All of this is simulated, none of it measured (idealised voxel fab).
process module | voxel ribs on slabs
cross-section cut | 270 nm wide | cells 5 nm
A cross-section is a grid of square cells, given in bands from the top down. A band is one or more rows of cells.
Each band's line starts with the height of the band's top and of its bottom, in nm. Then come its materials from left to right, each with its width in nm. One material with "throughout" fills the band from edge to edge. "air" is empty space.
Height 0 is the level under which the wafer as received is all one material. The lowest band goes on downwards, as in "0 down".
A width such as "30 to 40" changes by the same amount from each row of cells to the next, from the band's top row to its bottom row.
"no change" after a step means that no cell of the cross-section changed.
closed voids: empty space of 8 cells or more with no open way to the top, each as width x height at its distance from the left edge, in nm
after a step's settings: what the simulator itself notes on the step
overlay nm, on a step with a mask: how far to the right of its planned place the mask lay; to the left if negative
plan
1 op RECEIVE | material Si
2 op DIRECTIONAL_DEP | material SiO2 | thk nm 20
3 op DIRECTIONAL_DEP | material polySi | thk nm 20
4 op DIRECTIONAL_DEP | material aC | thk nm 10
5 op PATTERN | tone cover | mask id RIB | material resist | width nm 20 | thk nm 30 | overlay nm 0
6 op DIRECTIONAL_ETCH | etch materials aC | depth nm 10
7 op STRIP | etch materials resist
8 op DIRECTIONAL_ETCH | etch materials polySi | depth nm 15
9 op STRIP | etch materials aC
10 op PATTERN | tone cover | mask id SLAB | material resist | width nm 60 | thk nm 15 | overlay nm 0
11 op DIRECTIONAL_ETCH | etch materials polySi | depth nm 5
12 op STRIP | etch materials resist
13 op FILL_DEP | material SiO2 | thk nm 25
14 op CMP | height nm 55
15 op DIRECTIONAL_DEP | material W | thk nm 5
16 op PATTERN | tone cover | mask id HEATER | material resist | width nm 30 | thk nm 20 | overlay nm 0
17 op DIRECTIONAL_ETCH | etch materials W | depth nm 5
18 op STRIP | etch materials resist
19 op CONFORMAL_DEP | material SiN | thk nm 5
as received, after step 1
  0 down: Si throughout
  closed voids: none
a wafer at the end: this start, this plan, one mistake
  65 to 60: air 115 | SiN 40 | air 115
  60 to 55: SiN 120 | W 30 | SiN 120
  55 to 45: SiO2 125 | polySi 20 | SiO2 125
  45 to 40: SiO2 105 | polySi 60 | SiO2 105
  40 to 0: SiO2 throughout
  0 down: Si throughout
  closed voids: none
what went wrong: step 2 was run twice
